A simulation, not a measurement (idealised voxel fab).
process module | voxel released beams
cross-section cut | 270 nm wide | cells 5 nm
A cross-section is a grid of square cells, given in bands from the top down. A band is one or more rows of cells.
Each band's line starts with the height of the band's top and of its bottom, in nm. Then come its materials from left to right, each with its width in nm. One material with "throughout" fills the band from edge to edge. "air" is empty space.
Height 0 is the level under which the wafer as received is all one material. The lowest band goes on downwards, as in "0 down".
A width such as "30 to 40" changes by the same amount from each row of cells to the next, from the band's top row to its bottom row.
"no change" after a step means that no cell of the cross-section changed.
closed voids: empty space of 8 cells or more with no open way to the top, each as width x height at its distance from the left edge, in nm
after a step's settings: what the simulator itself notes on the step
overlay nm, on a step with a mask: how far to the right of its planned place the mask lay; to the left if negative
plan
1 op RECEIVE | material Si
2 op CONFORMAL_DEP | material Al2O3 | thk nm 5
3 op DIRECTIONAL_DEP | material SiO2 | thk nm 15
4 op DIRECTIONAL_DEP | material aC | thk nm 10
5 op PATTERN | tone open | mask id ANCHOR | material resist | width nm 35 | thk nm 30 | overlay nm 0
6 op DIRECTIONAL_ETCH | etch materials aC | depth nm 10
7 op STRIP | etch materials resist
8 op DIRECTIONAL_ETCH | etch materials SiO2 | depth nm 15
9 op STRIP | etch materials aC
10 op CONFORMAL_DEP | material SiN | thk nm 10
11 op DIRECTIONAL_DEP | material aC | thk nm 10
12 op PATTERN | tone cover | mask id BEAM | material resist | width nm 105 | thk nm 25 | overlay nm 0
13 op DIRECTIONAL_ETCH | etch materials aC | depth nm 10
14 op STRIP | etch materials resist
15 op DIRECTIONAL_ETCH | etch materials SiN | depth nm 10
16 op STRIP | etch materials aC
17 op STRIP | etch materials SiO2
as received, after step 1
  0 down: Si throughout
  closed voids: none
first wafer at the end, as planned
  30 to 20: air 80 | SiN 15 | air 15 | SiN 75 | air 85
  20 to 15: air 85 | SiN 10 | air 15 | SiN 10 | air 150
  15 to 5: air 85 | SiN 35 | air 150
  5 to 0: Al2O3 throughout
  0 down: Si throughout
  closed voids: none
second wafer at the end: like start, like plan, one mistake
  30 to 20: air 80 | SiN 15 | air 15 | SiN 75 | air 85
  20 to 15: air 85 | SiN 10 | air 15 | SiN 10 | air 150
  15 to 5: air 85 | SiN 35 | air 150
  5 to 0: SiN throughout
  0 down: Si throughout
  closed voids: none
what went wrong: step 2 ran as: op CONFORMAL_DEP | material SiN | thk nm 5
at the end the second wafer has, in cells: 54 fewer of Al2O3 | 54 more of SiN
